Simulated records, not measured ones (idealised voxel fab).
A process module follows: voxel transistor to metal.
Displayed cross-section: cut, width of 200 nm, square cells sized 5 nm.
How to read a cross-section here: the picture is a grid of square cells, written as bands going from the top down, and any band can span one or more rows of cells.
Look at the band entry: it leads with the top's height and the bottom's height in nm. Then it lists the materials left to right, with a width in nm for each. The word "everywhere" on a single material says that material fills the band edge to edge. The word "air" is empty space.
Ref level 0: as-received wafer is one material below here. Bottom band extends down with no lower bound ("z 0 and below").
It should be noted that a width expressed as "30->40" varies in equal increments from row to row of cells within the band, taking the value of the first number at the top row and that of the second number at the bottom row.
A step reported as "nothing different" is a step in which no cell of the cross-section changed.
Voids not open to the top, 8 cells minimum: see "Sealed-off cavities". Written width x height at distance; distance is from the left edge; nm.
If you see something after the settings on a step's line, that's the simulator's own remark about that step.
overlay nm: on a step with a mask, how far right of its planned place the mask lay; negative means left.

The following list gives the planned process steps:
1. RECEIVE,material Si
2. CONFORMAL_DEP,material SiO2,thk nm 5
3. CONFORMAL_DEP,material SiN,thk nm 15
4. MASKED_ETCH,tone cover,mask id ACTIVE,width nm 110,etch materials SiN,depth nm 15,overlay nm 0
5. MASKED_ETCH,tone cover,mask id ACTIVE,width nm 110,etch materials SiO2,depth nm 5,overlay nm 0
6. MASKED_ETCH,tone cover,mask id ACTIVE,width nm 110,etch materials Si,depth nm 30,overlay nm 0
7. FILL_DEP,material SiO2,thk nm 15
8. CMP,height nm 20
9. SELECTIVE_ETCH,etch materials SiO2,depth nm 5
10. STRIP,etch materials SiN
11. SELECTIVE_ETCH,etch materials SiO2,depth nm 5
12. OXIDIZE,depth nm 5
13. DIRECTIONAL_DEP,material polySi,thk nm 20
14. DIRECTIONAL_DEP,material SiCN,thk nm 10
15. PATTERN,tone cover,mask id GATE,material resist,width nm 20,thk nm 20,overlay nm 0
16. DIRECTIONAL_ETCH,etch materials SiCN,depth nm 20
17. DIRECTIONAL_ETCH,etch materials polySi,depth nm 30
18. STRIP,etch materials resist
19. CONFORMAL_DEP,material SiN,thk nm 5
20. DIRECTIONAL_ETCH,etch materials SiN,depth nm 5
21. DIRECTIONAL_ETCH,etch materials SiO2,depth nm 5
22. DIRECTIONAL_ETCH,etch materials Si,depth nm 10
23. EPI,material SiGe,thk nm 10
24. FILL_DEP,material SiO2,thk nm 10
25. CMP,height nm 30
26. DIRECTIONAL_DEP,material SiO2,thk nm 10
27. MASKED_ETCH,tone open,mask id CONTACT,width nm 15,pitch nm 75,etch materials SiO2,depth nm 45,overlay nm 0
28. CONFORMAL_DEP,material TiN,thk nm 5
29. FILL_DEP,material W,thk nm 10
30. CMP,height nm 40
31. CONFORMAL_DEP,material SiCN,thk nm 5
32. DIRECTIONAL_DEP,material lowk,thk nm 20
33. MASKED_ETCH,tone open,mask id METAL_1,width nm 15,pitch nm 75,etch materials lowk,depth nm 20,overlay nm 0
34. MASKED_ETCH,tone open,mask id METAL_1,width nm 15,pitch nm 75,etch materials SiCN,depth nm 5,overlay nm 0
35. CONFORMAL_DEP,material TiN,thk nm 5
36. FILL_DEP,material Cu,thk nm 5
37. CMP,height nm 65
38. EPI,material Ru,thk nm 5
39. FILL_DEP,material SiCN,thk nm 5

Wafer cross-section on receipt, i.e. after step 1:
> z 0 and below  Si everywhere
> Sealed-off cavities: none

First wafer at the end, as planned:
> z 75 to 70  SiCN everywhere
> z 70 to 65  SiCN=50 / Ru=25 / SiCN=50 / Ru=25 / SiCN=50
> z 65 to 45  lowk=55 / TiN=5 / Cu=5 / TiN=5 / lowk=60 / TiN=5 / Cu=5 / TiN=5 / lowk=55
> z 45 to 40  SiCN=55 / TiN=15 / SiCN=60 / TiN=15 / SiCN=55
> z 40 to 30  SiO2=55 / TiN=5 / W=5 / TiN=5 / SiO2=60 / TiN=5 / W=5 / TiN=5 / SiO2=55
> z 30 to 20  SiO2=55 / TiN=5 / W=5 / TiN=5 / SiO2=15 / SiN=5 / SiCN=20 / SiN=5 / SiO2=15 / TiN=5 / W=5 / TiN=5 / SiO2=55
> z 20 to 10  SiO2=55 / TiN=5 / W=5 / TiN=5 / SiO2=15 / SiN=5 / polySi=20 / SiN=5 / SiO2=15 / TiN=5 / W=5 / TiN=5 / SiO2=55
> z 10 to 5  SiO2=40 / SiN=5 / SiO2=10 / TiN=5 / W=5 / TiN=5 / SiO2=15 / SiN=5 / polySi=20 / SiN=5 / SiO2=15 / TiN=5 / W=5 / TiN=5 / SiO2=10 / SiN=5 / SiO2=40
> z 5 to 0  SiO2=40 / SiN=5 / SiO2=10 / TiN=5 / W=5 / TiN=5 / SiO2=5 / SiGe=10 / SiN=5 / polySi=20 / SiN=5 / SiGe=10 / SiO2=5 / TiN=5 / W=5 / TiN=5 / SiO2=10 / SiN=5 / SiO2=40
> z 0 to -5  SiO2=55 / TiN=15 / SiO2=5 / SiGe=10 / SiO2=30 / SiGe=10 / SiO2=5 / TiN=15 / SiO2=55
> z -5 to -15  SiO2=45 / SiGe=40 / Si=30 / SiGe=40 / SiO2=45
> z -15 to -30  SiO2=45 / Si=110 / SiO2=45
> z -30 and below  Si everywhere
> Sealed-off cavities: none

Now the second wafer, cross-sectioned at the end of the module. Nothing different at the start, nothing different in the plan compared with the first, just one mistake when it was actually run:
> z 75 to 70  SiCN everywhere
> z 70 to 65  SiCN=50 / Ru=25 / SiCN=50 / Ru=25 / SiCN=50
> z 65 to 45  lowk=55 / TiN=5 / Cu=5 / TiN=5 / lowk=60 / TiN=5 / Cu=5 / TiN=5 / lowk=55
> z 45 to 40  SiCN=55 / TiN=15 / SiCN=60 / TiN=15 / SiCN=55
> z 40 to 30  SiO2=55 / TiN=5 / W=5 / TiN=5 / SiO2=60 / TiN=5 / W=5 / TiN=5 / SiO2=55
> z 30 to 25  SiO2=55 / TiN=5 / W=5 / TiN=5 / SiO2=15 / SiN=5 / SiCN=20 / SiN=5 / SiO2=15 / TiN=5 / W=5 / TiN=5 / SiO2=55
> z 25 to 10  SiO2=55 / TiN=5 / W=5 / TiN=5 / SiO2=15 / SiN=5 / polySi=20 / SiN=5 / SiO2=15 / TiN=5 / W=5 / TiN=5 / SiO2=55
> z 10 to 5  SiO2=40 / SiN=5 / SiO2=10 / TiN=15 / SiO2=5 / SiGe=10 / SiN=5 / polySi=20 / SiN=5 / SiGe=10 / SiO2=5 / TiN=15 / SiO2=10 / SiN=5 / SiO2=40
> z 5 to 0  SiO2=40 / SiN=5 / SiGe=15 / TiN=10 / SiO2=5 / SiGe=10 / SiO2=30 / SiGe=10 / SiO2=5 / TiN=10 / SiGe=15 / SiN=5 / SiO2=40
> z 0 to -5  SiO2=50 / SiGe=35 / Si=30 / SiGe=35 / SiO2=50
> z -5 to -10  SiO2=45 / Si=5 / SiGe=35 / Si=30 / SiGe=35 / Si=5 / SiO2=45
> z -10 to -25  SiO2=45 / Si=110 / SiO2=45
> z -25 and below  Si everywhere
> Sealed-off cavities: none
Against the plan, the run slipped here: step 2 did not use the planned setting and instead ran as CONFORMAL_DEP,material polySi,thk nm 5
It is noted that, at the conclusion of processing, the second wafer exhibits a higher or lower cell count for certain materials relative to the first: Si +42; SiCN -4; SiGe +2; SiN -2; SiO2 -30; TiN -4; W -4
